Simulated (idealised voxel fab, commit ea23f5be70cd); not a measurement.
Herein follows the process module entitled voxel ribs on slabs.
Pictured: cross-section cut, 260 nm wide, on a grid of 5 nm square cells.
Reading order for cross-sections: top band down to bottom band. Underlying form: a grid of square cells. Band size: one or more rows of cells. Read a band's entry like this: the first values are the height of its top and the height of its bottom in nm, and what follows is the sequence of materials from left to right, each with its width in nm. Note that "blank" is empty space, and that a single material marked "full width" reaches across the band from edge to edge. Height is counted from the level 0, under which the received wafer is composed throughout of one material. The lowest of the bands is not closed at the bottom but continues downward, in the notation "0 -> down". When a width is written as two numbers, as in "30..40", the first number is the width in the top row of cells of the band and the second is the width in its bottom row, and the width changes by the same amount from each row to the next. You'll sometimes find "no change" written for a step, and that's the way of saying that nowhere in the cross-section did a cell change during that step. Cavities, sealed: empty space of 8 cells or more with no open way to the top, each as width x height at its distance from the left edge, in nm. On a step's line, text after the settings is the simulator commenting on that step. "overlay nm" denotes, for a step that has a mask, the displacement of the mask to the right of its planned place, with negative values corresponding to the left.
Process steps foreseen in the plan:
1,RECEIVE (material Si)
2,DIRECTIONAL_DEP (material SiO2; thk nm 25)
3,DIRECTIONAL_DEP (material polySi; thk nm 25)
4,MASKED_ETCH (tone cover; mask id RIB; width nm 25; etch materials polySi; depth nm 20; overlay nm 0)
5,PATTERN (tone cover; mask id SLAB; material resist; width nm 65; thk nm 20; overlay nm 0)
6,DIRECTIONAL_ETCH (etch materials polySi; depth nm 5)
7,STRIP (etch materials resist)
8,FILL_DEP (material SiO2; thk nm 30)
9,CMP (height nm 70)
10,DIRECTIONAL_DEP (material TiN; thk nm 5)
11,DIRECTIONAL_DEP (material aC; thk nm 15)
12,PATTERN (tone cover; mask id HEATER; material resist; width nm 35; thk nm 35; overlay nm 0)
13,DIRECTIONAL_ETCH (etch materials aC; depth nm 15)
14,STRIP (etch materials resist)
15,DIRECTIONAL_ETCH (etch materials TiN; depth nm 5)
16,STRIP (etch materials aC)
17,CONFORMAL_DEP (material SiO2; thk nm 10)
Delivered wafer in cross-section: state after step 1:
0 -> down  Si full width
Cavities, sealed: none
Starting wafer: above. Plan: above. Run: one mistake. Cross-section after the module: below:
85 -> 80  blank (100), then SiO2 (55), then blank (105)
80 -> 75  SiO2 full width
75 -> 70  SiO2 (110), then TiN (35), then SiO2 (115)
70 -> 50  SiO2 full width
50 -> 30  SiO2 (105), then polySi (25), then SiO2 (130)
30 -> 25  SiO2 (95), then polySi (65), then SiO2 (100)
25 -> 0  SiO2 full width
0 -> down  Si full width
Cavities, sealed: none
Processing error: off-plan run, step 4, actual operation and settings MASKED_ETCH (tone cover; mask id RIB; width nm 25; etch materials polySi; depth nm 20; overlay nm -10)
